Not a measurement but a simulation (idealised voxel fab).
Title: Process Module voxel ribs on slabs
Each square cell in cross-section cut measures 5 nm, and the section as a whole is 290 nm wide.
We lay out every cross-section as a grid of square cells and spell it out in bands from the top down, where one band means one or more rows of cells. Heights first: top, then bottom, in nm. Then materials, left to right, each with a width in nm. "all across" on a single material: fills the band edge to edge. "blank": empty space. Heads up on the height convention: 0 is the point under which the incoming wafer is all one material, and the lowest band has no bottom, it just keeps going down, like "0 and below". With a width like "30->40", each row of cells in the band differs from the next by the same amount, the top row carrying the first number and the bottom row the second. "all unchanged" -> step changed no cross-section cell. "Closed void catalog": empty spaces of 8 cells or more with no open way to the top, each given as width x height at distance, distance from the left edge, all in nm. Note: text after step settings on the step line = simulator remark on that step. overlay nm: step with mask; distance mask lay right of planned place; negative value = left of planned place.

## The following list gives the planned process steps
step 1: RECEIVE with material Si
step 2: DIRECTIONAL_DEP with material SiO2, thk nm 20
step 3: DIRECTIONAL_DEP with material SiN, thk nm 15
step 4: PATTERN with tone cover, mask id RIB, material resist, width nm 30, thk nm 20, overlay nm 0
step 5: DIRECTIONAL_ETCH with etch materials SiN, depth nm 10
step 6: STRIP with etch materials resist
step 7: PATTERN with tone cover, mask id SLAB, material resist, width nm 60, thk nm 20, overlay nm 0
step 8: DIRECTIONAL_ETCH with etch materials SiN, depth nm 5
step 9: STRIP with etch materials resist
step 10: FILL_DEP with material SiO2, thk nm 25
step 11: CMP with height nm 55
step 12: DIRECTIONAL_DEP with material TiN, thk nm 5
step 13: DIRECTIONAL_DEP with material aC, thk nm 15
step 14: PATTERN with tone cover, mask id HEATER, material resist, width nm 40, thk nm 30, overlay nm 0
step 15: DIRECTIONAL_ETCH with etch materials aC, depth nm 15
step 16: STRIP with etch materials resist
step 17: DIRECTIONAL_ETCH with etch materials TiN, depth nm 5
step 18: STRIP with etch materials aC
step 19: CONFORMAL_DEP with material SiN, thk nm 5

## First wafer, two in total, run as planned

## Received-state cross-section, reflecting completion of step 1
> 0 and below | Si all across
> Closed void catalog: none

## The wafer, seen in cross-section, after step 2
> 20 down to 0 | SiO2 all across
> Heights below 0 show no change.

## The wafer, seen in cross-section, after step 3
> 35 down to 20 | SiN all across
> Heights below 20 show no change.

## The wafer, seen in cross-section, after step 4
> 55 down to 35 | 130 of blank, 30 of resist, 130 of blank
> Heights below 35 show no change.

## The wafer, seen in cross-section, after step 5
> 55 down to 35 | 130 of blank, 30 of resist, 130 of blank
> 35 down to 25 | 130 of blank, 30 of SiN, 130 of blank
> Heights below 25 show no change.

## The wafer, seen in cross-section, after step 6
> 35 down to 25 | 130 of blank, 30 of SiN, 130 of blank
> Heights below 25 show no change.

## The wafer, seen in cross-section, after step 7
> 55 down to 35 | 115 of blank, 60 of resist, 115 of blank
> 35 down to 25 | 115 of blank, 15 of resist, 30 of SiN, 15 of resist, 115 of blank
> Heights below 25 show no change.

## The wafer, seen in cross-section, after step 8
> 55 down to 35 | 115 of blank, 60 of resist, 115 of blank
> 35 down to 25 | 115 of blank, 15 of resist, 30 of SiN, 15 of resist, 115 of blank
> 25 down to 20 | 115 of blank, 60 of SiN, 115 of blank
> Heights below 20 show no change.

## The wafer, seen in cross-section, after step 9
> 35 down to 25 | 130 of blank, 30 of SiN, 130 of blank
> Heights below 25 show no change.

## The wafer, seen in cross-section, after step 10
> 60 down to 35 | SiO2 all across
> 35 down to 25 | 130 of SiO2, 30 of SiN, 130 of SiO2
> 25 down to 20 | 115 of SiO2, 60 of SiN, 115 of SiO2
> Heights below 20 show no change.

## The wafer, seen in cross-section, after step 11
> 55 down to 35 | SiO2 all across
> Heights below 35 show no change.

## The wafer, seen in cross-section, after step 12
> 60 down to 55 | TiN all across
> Heights below 55 show no change.

## The wafer, seen in cross-section, after step 13
> 75 down to 60 | aC all across
> Heights below 60 show no change.

## The wafer, seen in cross-section, after step 14
> 105 down to 75 | 125 of blank, 40 of resist, 125 of blank
> Heights below 75 show no change.

## The wafer, seen in cross-section, after step 15
> 90 down to 75 | 125 of blank, 40 of resist, 125 of blank
> 75 down to 60 | 125 of blank, 40 of aC, 125 of blank
> Heights below 60 show no change.

## The wafer, seen in cross-section, after step 16
> 75 down to 60 | 125 of blank, 40 of aC, 125 of blank
> Heights below 60 show no change.

## The wafer, seen in cross-section, after step 17
> 75 down to 60 | 125 of blank, 40 of aC, 125 of blank
> 60 down to 55 | 125 of blank, 40 of TiN, 125 of blank
> Heights below 55 show no change.

## The wafer, seen in cross-section, after step 18
> 60 down to 55 | 125 of blank, 40 of TiN, 125 of blank
> Heights below 55 show no change.

## The wafer, seen in cross-section, after step 19
> 65 down to 60 | 120 of blank, 50 of SiN, 120 of blank
> 60 down to 55 | 125 of SiN, 40 of TiN, 125 of SiN
> Heights below 55 show no change.

## Second of two: same start, same plan, one run error; steps up to and including 1 match the first

## Cross-section, second wafer, at the end time the plan gives for step 2
> 20 down to 0 | SiN all across
> Heights below 0 show no change.

## Cross-section, second wafer, at the end time the plan gives for step 3
> 35 down to 0 | SiN all across
> Heights below 0 show no change.

## Cross-section, second wafer, at the end time the plan gives for step 4
> 55 down to 35 | 130 of blank, 30 of resist, 130 of blank
> Heights below 35 show no change.

## Cross-section, second wafer, at the end time the plan gives for step 5
> 55 down to 35 | 130 of blank, 30 of resist, 130 of blank
> 35 down to 25 | 130 of blank, 30 of SiN, 130 of blank
> Heights below 25 show no change.

## Cross-section, second wafer, at the end time the plan gives for step 6
> 35 down to 25 | 130 of blank, 30 of SiN, 130 of blank
> Heights below 25 show no change.

## Cross-section, second wafer, at the end time the plan gives for step 7
> 55 down to 35 | 115 of blank, 60 of resist, 115 of blank
> 35 down to 25 | 115 of blank, 15 of resist, 30 of SiN, 15 of resist, 115 of blank
> Heights below 25 show no change.

## Cross-section, second wafer, at the end time the plan gives for step 8
> 55 down to 35 | 115 of blank, 60 of resist, 115 of blank
> 35 down to 25 | 115 of blank, 15 of resist, 30 of SiN, 15 of resist, 115 of blank
> 25 down to 20 | 115 of blank, 60 of SiN, 115 of blank
> Heights below 20 show no change.

## Cross-section, second wafer, at the end time the plan gives for step 9
> 35 down to 25 | 130 of blank, 30 of SiN, 130 of blank
> Heights below 25 show no change.

## Cross-section, second wafer, at the end time the plan gives for step 10
> 60 down to 35 | SiO2 all across
> 35 down to 25 | 130 of SiO2, 30 of SiN, 130 of SiO2
> 25 down to 20 | 115 of SiO2, 60 of SiN, 115 of SiO2
> Heights below 20 show no change.

## Cross-section, second wafer, at the end time the plan gives for step 11
> 55 down to 35 | SiO2 all across
> Heights below 35 show no change.

## Cross-section, second wafer, at the end time the plan gives for step 12
> 60 down to 55 | TiN all across
> Heights below 55 show no change.

## Cross-section, second wafer, at the end time the plan gives for step 13
> 75 down to 60 | aC all across
> Heights below 60 show no change.

## Cross-section, second wafer, at the end time the plan gives for step 14
> 105 down to 75 | 125 of blank, 40 of resist, 125 of blank
> Heights below 75 show no change.

## Cross-section, second wafer, at the end time the plan gives for step 15
> 90 down to 75 | 125 of blank, 40 of resist, 125 of blank
> 75 down to 60 | 125 of blank, 40 of aC, 125 of blank
> Heights below 60 show no change.

## Cross-section, second wafer, at the end time the plan gives for step 16
> 75 down to 60 | 125 of blank, 40 of aC, 125 of blank
> Heights below 60 show no change.

## Cross-section, second wafer, at the end time the plan gives for step 17
> 75 down to 60 | 125 of blank, 40 of aC, 125 of blank
> 60 down to 55 | 125 of blank, 40 of TiN, 125 of blank
> Heights below 55 show no change.

## Cross-section, second wafer, at the end time the plan gives for step 18
> 60 down to 55 | 125 of blank, 40 of TiN, 125 of blank
> Heights below 55 show no change.

## Cross-section, second wafer, at the end time the plan gives for step 19
> 65 down to 60 | 120 of blank, 50 of SiN, 120 of blank
> 60 down to 55 | 125 of SiN, 40 of TiN, 125 of SiN
> Heights below 55 show no change.
The mistake made against the process plan was this: in deviation from the planned setting, step 2 was conducted as DIRECTIONAL_DEP with material SiN, thk nm 20
End of process, cell counts, second wafer against first, materials with more or fewer: 232 more of SiN; 232 fewer of SiO2
